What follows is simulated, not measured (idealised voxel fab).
process module | voxel wiring stack
cross-section cut | 250 nm wide | cells 5 nm
A cross-section is a grid of square cells, given in bands from the top down. A band is one or more rows of cells.
Each band's line starts with the height of the band's top and of its bottom, in nm. Then come its materials from left to right, each with its width in nm. One material with "throughout" fills the band from edge to edge. "air" is empty space.
Height 0 is the level under which the wafer as received is all one material. The lowest band goes on downwards, as in "0 down".
A width such as "30 to 40" changes by the same amount from each row of cells to the next, from the band's top row to its bottom row.
"no change" after a step means that no cell of the cross-section changed.
closed voids: empty space of 8 cells or more with no open way to the top, each as width x height at its distance from the left edge, in nm
after a step's settings: what the simulator itself notes on the step
overlay nm, on a step with a mask: how far to the right of its planned place the mask lay; to the left if negative
plan
1 op RECEIVE | material Si
2 op CONFORMAL_DEP | material SiO2 | thk nm 10
3 op CONFORMAL_DEP | material SiN | thk nm 5
4 op DIRECTIONAL_DEP | material SiO2 | thk nm 15
5 op MASKED_ETCH | tone open | mask id METAL_1 | width nm 15 | pitch nm 50 | etch materials SiO2 | depth nm 15 | overlay nm 0
6 op MASKED_ETCH | tone open | mask id METAL_1 | width nm 25 | pitch nm 50 | etch materials SiN | depth nm 5 | overlay nm 0
7 op CONFORMAL_DEP | material TiN | thk nm 5
8 op FILL_DEP | material Cu | thk nm 10
9 op CMP | height nm 30
10 op EPI | material Ru | thk nm 5
11 op FILL_DEP | material SiCN | thk nm 5
12 op DIRECTIONAL_DEP | material lowk | thk nm 15
13 op MASKED_ETCH | tone open | mask id PLUG_1 | width nm 15 | pitch nm 50 | etch materials lowk | depth nm 15 | overlay nm 0
14 op MASKED_ETCH | tone open | mask id PLUG_1 | width nm 15 | pitch nm 50 | etch materials SiCN | depth nm 5 | overlay nm 0
15 op EPI | material Ru | thk nm 10
16 op EPI | material Ru | thk nm 10
17 op CONFORMAL_DEP | material SiN | thk nm 5
18 op DIRECTIONAL_DEP | material SiO2 | thk nm 25
19 op PATTERN | tone open | mask id METAL_2 | material resist | width nm 25 | pitch nm 50 | thk nm 20 | overlay nm 0
20 op DIRECTIONAL_ETCH | etch materials SiO2 | depth nm 25
21 op DIRECTIONAL_ETCH | etch materials SiN | depth nm 5
22 op STRIP | etch materials resist
23 op CONFORMAL_DEP | material TiN | thk nm 5
24 op FILL_DEP | material Cu | thk nm 5
25 op CMP | height nm 85
26 op CONFORMAL_DEP | material SiN | thk nm 5
varied across the wafers: width nm of step 5. The plan shows the first wafer's value. All wafers start alike
first wafer as received, after step 1
  0 down: Si throughout
  closed voids: none
each wafer at the end: cells of each material gained (+) or lost (-) since it was received, then its closed voids
width nm 15 | +36 Cu | +34 Ru | +84 SiCN | +134 SiN | +432 SiO2 | +48 TiN | +132 lowk | closed voids: none
width nm 20 | +42 Cu | +36 Ru | +82 SiCN | +132 SiN | +426 SiO2 | +50 TiN | +132 lowk | closed voids: none
width nm 25 | +48 Cu | +38 Ru | +80 SiCN | +130 SiN | +420 SiO2 | +52 TiN | +132 lowk | closed voids: none
width nm 30 | +52 Cu | +40 Ru | +78 SiCN | +130 SiN | +414 SiO2 | +54 TiN | +132 lowk | closed voids: none
width nm 35 | +56 Cu | +42 Ru | +76 SiCN | +130 SiN | +408 SiO2 | +56 TiN | +132 lowk | closed voids: none
